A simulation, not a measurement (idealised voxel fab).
process module | voxel air gaps
cross-section cut | 285 nm wide | cells 5 nm
A cross-section is a grid of square cells, given in bands from the top down. A band is one or more rows of cells.
Each band's line starts with the height of the band's top and of its bottom, in nm. Then come its materials from left to right, each with its width in nm. One material with "throughout" fills the band from edge to edge. "air" is empty space.
Height 0 is the level under which the wafer as received is all one material. The lowest band goes on downwards, as in "0 down".
A width such as "30 to 40" changes by the same amount from each row of cells to the next, from the band's top row to its bottom row.
"no change" after a step means that no cell of the cross-section changed.
closed voids: empty space of 8 cells or more with no open way to the top, each as width x height at its distance from the left edge, in nm
after a step's settings: what the simulator itself notes on the step
overlay nm, on a step with a mask: how far to the right of its planned place the mask lay; to the left if negative
plan
1 op RECEIVE | material Si
2 op CONFORMAL_DEP | material SiO2 | thk nm 10
3 op CONFORMAL_DEP | material SiN | thk nm 5
4 op DIRECTIONAL_DEP | material lowk | thk nm 40
5 op PATTERN | tone open | mask id LINES | material resist | width nm 15 | pitch nm 45 | thk nm 15 | overlay nm 0
6 op DIRECTIONAL_ETCH | etch materials lowk | depth nm 40
7 op STRIP | etch materials resist
8 op CONFORMAL_DEP | material TiN | thk nm 5
9 op FILL_DEP | material W | thk nm 5
10 op CMP | height nm 55
11 op EPI | material Ru | thk nm 10
12 op SELECTIVE_ETCH | etch materials lowk | depth nm 50
13 op CONFORMAL_DEP | material SiN | thk nm 5
first wafer, as planned
as received, after step 1
  0 down: Si throughout
  closed voids: none
after step 2
  10 to 0: SiO2 throughout
  below 0: unchanged
after step 3
  15 to 10: SiN throughout
  below 10: unchanged
after step 4
  55 to 15: lowk throughout
  below 15: unchanged
after step 5
  70 to 55: resist 90 | air 15 | resist 30 | air 15 | resist 30 | air 15 | resist 90
  below 55: unchanged
after step 6
  70 to 55: resist 90 | air 15 | resist 30 | air 15 | resist 30 | air 15 | resist 90
  55 to 15: lowk 90 | air 15 | lowk 30 | air 15 | lowk 30 | air 15 | lowk 90
  below 15: unchanged
after step 7
  55 to 15: lowk 90 | air 15 | lowk 30 | air 15 | lowk 30 | air 15 | lowk 90
  below 15: unchanged
after step 8
  60 to 55: TiN 95 | air 5 | TiN 40 | air 5 | TiN 40 | air 5 | TiN 95
  55 to 20: lowk 90 | TiN 5 | air 5 | TiN 5 | lowk 30 | TiN 5 | air 5 | TiN 5 | lowk 30 | TiN 5 | air 5 | TiN 5 | lowk 90
  20 to 15: lowk 90 | TiN 15 | lowk 30 | TiN 15 | lowk 30 | TiN 15 | lowk 90
  below 15: unchanged
after step 9
  65 to 60: W throughout
  60 to 55: TiN 95 | W 5 | TiN 40 | W 5 | TiN 40 | W 5 | TiN 95
  55 to 20: lowk 90 | TiN 5 | W 5 | TiN 5 | lowk 30 | TiN 5 | W 5 | TiN 5 | lowk 30 | TiN 5 | W 5 | TiN 5 | lowk 90
  below 20: unchanged
after step 10
  55 to 20: lowk 90 | TiN 5 | W 5 | TiN 5 | lowk 30 | TiN 5 | W 5 | TiN 5 | lowk 30 | TiN 5 | W 5 | TiN 5 | lowk 90
  below 20: unchanged
after step 11
  65 to 55: air 80 | Ru 35 | air 10 | Ru 35 | air 10 | Ru 35 | air 80
  below 55: unchanged
after step 12
  65 to 55: air 80 | Ru 35 | air 10 | Ru 35 | air 10 | Ru 35 | air 80
  55 to 20: air 90 | TiN 5 | W 5 | TiN 5 | air 30 | TiN 5 | W 5 | TiN 5 | air 30 | TiN 5 | W 5 | TiN 5 | air 90
  20 to 15: air 90 | TiN 15 | air 30 | TiN 15 | air 30 | TiN 15 | air 90
  below 15: unchanged
after step 13
  70 to 65: air 75 | SiN 135 | air 75
  65 to 55: air 75 | SiN 5 | Ru 35 | SiN 10 | Ru 35 | SiN 10 | Ru 35 | SiN 5 | air 75
  55 to 50: air 75 | SiN 15 | TiN 5 | W 5 | TiN 5 | SiN 30 | TiN 5 | W 5 | TiN 5 | SiN 30 | TiN 5 | W 5 | TiN 5 | SiN 15 | air 75
  50 to 20: air 85 | SiN 5 | TiN 5 | W 5 | TiN 5 | SiN 5 | air 20 | SiN 5 | TiN 5 | W 5 | TiN 5 | SiN 5 | air 20 | SiN 5 | TiN 5 | W 5 | TiN 5 | SiN 5 | air 85
  20 to 15: SiN 90 | TiN 15 | SiN 30 | TiN 15 | SiN 30 | TiN 15 | SiN 90
  below 15: unchanged
  closed voids: 20 x 30 at 110; 20 x 30 at 155
second wafer: like start, like plan, one mistake. Through step 12 it matches the first wafer
when step 13 should have ended: no change
what went wrong: step 13 was left out
at the end the second wafer has, in cells: 141 fewer of SiN
closed voids at the end (first wafer, second wafer): 2, 0
